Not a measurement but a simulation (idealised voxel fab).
This section sets out a process module, namely voxel spacer lines.
cross-section cut | 200 nm wide | cells 5 nm
For the purposes of this document, a cross-section shall be understood as a grid of square cells, specified as bands listed in top-to-bottom order, each band consisting of one or more rows of cells. A band entry consists of two parts. The first gives the height of the band's top and the height of its bottom, in nm. The rest lists the band's materials from left to right, each with its width in nm. A single material labelled with the word "all across" fills the band from edge to edge, and the word "air" marks empty space. It should be noted that heights are counted from 0, beneath which the wafer as supplied is of one material throughout, and that the lowest band possesses no lower boundary but continues downward, as written in "0 nm and below". With a width like "30->40", each row of cells in the band differs from the next by the same amount, the top row carrying the first number and the bottom row the second. Reading "all unchanged" for a step: not a cell of the cross-section changed in it. You'll see "Enclosed internal cavities" listing empty spaces that have no way open to the top, as long as they're 8 cells or more; the notation is width x height at distance, where the distance is from the left edge, and all of it is in nm. Where a step's line continues beyond its settings, the continuation is a remark by the simulator itself on that step. For masked steps, "overlay nm" on the step line gives how far right of plan the mask actually lay; a minus sign means it lay to the left.
# The planned process steps are enumerated hereunder
| 1 | RECEIVE, material Si |
| 2 | CONFORMAL_DEP, material Al2O3, thk nm 10 |
| 3 | DIRECTIONAL_DEP, material TiN, thk nm 15 |
| 4 | DIRECTIONAL_DEP, material aC, thk nm 20 |
| 5 | PATTERN, tone cover, mask id MANDREL, material resist, width nm 25, pitch nm 70, thk nm 25, overlay nm 0 |
| 6 | DIRECTIONAL_ETCH, etch materials aC, depth nm 20 |
| 7 | STRIP, etch materials resist |
| 8 | CONFORMAL_DEP, material SiO2, thk nm 10 |
| 9 | DIRECTIONAL_ETCH, etch materials SiO2, depth nm 10 |
| 10 | STRIP, etch materials aC |
| 11 | DIRECTIONAL_ETCH, etch materials TiN, depth nm 15 |
| 12 | STRIP, etch materials SiO2 |
# First of two wafers: run as planned
# Cross-section, incoming material, after step 1
> 0 nm and below  Si all across
> Enclosed internal cavities: none
# Presented here is a cross-section of the wafer after step 2 has been performed
> 10 nm to 0 nm  Al2O3 all across
> Heights below 0 show no change.
# Presented here is a cross-section of the wafer after step 3 has been performed
> 25 nm to 10 nm  TiN all across
> Heights below 10 show no change.
# Presented here is a cross-section of the wafer after step 4 has been performed
> 45 nm to 25 nm  aC all across
> Heights below 25 show no change.
# Presented here is a cross-section of the wafer after step 5 has been performed
> 70 nm to 45 nm  15 air  25 resist  45 air  25 resist  45 air  25 resist  20 air
> Heights below 45 show no change.
# Presented here is a cross-section of the wafer after step 6 has been performed
> 50 nm to 45 nm  15 air  25 resist  45 air  25 resist  45 air  25 resist  20 air
> 45 nm to 25 nm  15 air  25 aC  45 air  25 aC  45 air  25 aC  20 air
> Heights below 25 show no change.
# Presented here is a cross-section of the wafer after step 7 has been performed
> 45 nm to 25 nm  15 air  25 aC  45 air  25 aC  45 air  25 aC  20 air
> Heights below 25 show no change.
# Presented here is a cross-section of the wafer after step 8 has been performed
> 55 nm to 45 nm  5 air  45 SiO2  25 air  45 SiO2  25 air  45 SiO2  10 air
> 45 nm to 35 nm  5 air  10 SiO2  25 aC  10 SiO2  25 air  10 SiO2  25 aC  10 SiO2  25 air  10 SiO2  25 aC  10 SiO2  10 air
> 35 nm to 25 nm  15 SiO2  25 aC  45 SiO2  25 aC  45 SiO2  25 aC  20 SiO2
> Heights below 25 show no change.
# Presented here is a cross-section of the wafer after step 9 has been performed
> 45 nm to 25 nm  5 air  10 SiO2  25 aC  10 SiO2  25 air  10 SiO2  25 aC  10 SiO2  25 air  10 SiO2  25 aC  10 SiO2  10 air
> Heights below 25 show no change.
# Presented here is a cross-section of the wafer after step 10 has been performed
> 45 nm to 25 nm  5 air  10 SiO2  25 air  10 SiO2  25 air  10 SiO2  25 air  10 SiO2  25 air  10 SiO2  25 air  10 SiO2  10 air
> Heights below 25 show no change.
# Presented here is a cross-section of the wafer after step 11 has been performed
> 45 nm to 25 nm  5 air  10 SiO2  25 air  10 SiO2  25 air  10 SiO2  25 air  10 SiO2  25 air  10 SiO2  25 air  10 SiO2  10 air
> 25 nm to 10 nm  5 air  10 TiN  25 air  10 TiN  25 air  10 TiN  25 air  10 TiN  25 air  10 TiN  25 air  10 TiN  10 air
> Heights below 10 show no change.
# Presented here is a cross-section of the wafer after step 12 has been performed
> 25 nm to 10 nm  5 air  10 TiN  25 air  10 TiN  25 air  10 TiN  25 air  10 TiN  25 air  10 TiN  25 air  10 TiN  10 air
> Heights below 10 show no change.
# Second wafer. Start and plan as for the first. One mistake made in running. Agrees with the first up to and including step 1
Second wafer, section view, time point: scheduled end of step 2: all unchanged
# Second wafer, section view, time point: scheduled end of step 3
> 15 nm to 0 nm  TiN all across
> Heights below 0 show no change.
# Second wafer, section view, time point: scheduled end of step 4
> 35 nm to 15 nm  aC all across
> Heights below 15 show no change.
# Second wafer, section view, time point: scheduled end of step 5
> 60 nm to 35 nm  15 air  25 resist  45 air  25 resist  45 air  25 resist  20 air
> Heights below 35 show no change.
# Second wafer, section view, time point: scheduled end of step 6
> 40 nm to 35 nm  15 air  25 resist  45 air  25 resist  45 air  25 resist  20 air
> 35 nm to 15 nm  15 air  25 aC  45 air  25 aC  45 air  25 aC  20 air
> Heights below 15 show no change.
# Second wafer, section view, time point: scheduled end of step 7
> 35 nm to 15 nm  15 air  25 aC  45 air  25 aC  45 air  25 aC  20 air
> Heights below 15 show no change.
# Second wafer, section view, time point: scheduled end of step 8
> 45 nm to 35 nm  5 air  45 SiO2  25 air  45 SiO2  25 air  45 SiO2  10 air
> 35 nm to 25 nm  5 air  10 SiO2  25 aC  10 SiO2  25 air  10 SiO2  25 aC  10 SiO2  25 air  10 SiO2  25 aC  10 SiO2  10 air
> 25 nm to 15 nm  15 SiO2  25 aC  45 SiO2  25 aC  45 SiO2  25 aC  20 SiO2
> Heights below 15 show no change.
# Second wafer, section view, time point: scheduled end of step 9
> 35 nm to 15 nm  5 air  10 SiO2  25 aC  10 SiO2  25 air  10 SiO2  25 aC  10 SiO2  25 air  10 SiO2  25 aC  10 SiO2  10 air
> Heights below 15 show no change.
# Second wafer, section view, time point: scheduled end of step 10
> 35 nm to 15 nm  5 air  10 SiO2  25 air  10 SiO2  25 air  10 SiO2  25 air  10 SiO2  25 air  10 SiO2  25 air  10 SiO2  10 air
> Heights below 15 show no change.
# Second wafer, section view, time point: scheduled end of step 11
> 35 nm to 15 nm  5 air  10 SiO2  25 air  10 SiO2  25 air  10 SiO2  25 air  10 SiO2  25 air  10 SiO2  25 air  10 SiO2  10 air
> 15 nm to 0 nm  5 air  10 TiN  25 air  10 TiN  25 air  10 TiN  25 air  10 TiN  25 air  10 TiN  25 air  10 TiN  10 air
> Heights below 0 show no change.
# Second wafer, section view, time point: scheduled end of step 12
> 15 nm to 0 nm  5 air  10 TiN  25 air  10 TiN  25 air  10 TiN  25 air  10 TiN  25 air  10 TiN  25 air  10 TiN  10 air
> Heights below 0 show no change.
Heads up, the wafer didn't run the way we planned it: execution of step 2 of the plan did not take place, the step having been omitted
Final tally in cells, some materials are higher or lower on the second wafer than on the first: Al2O3 -80
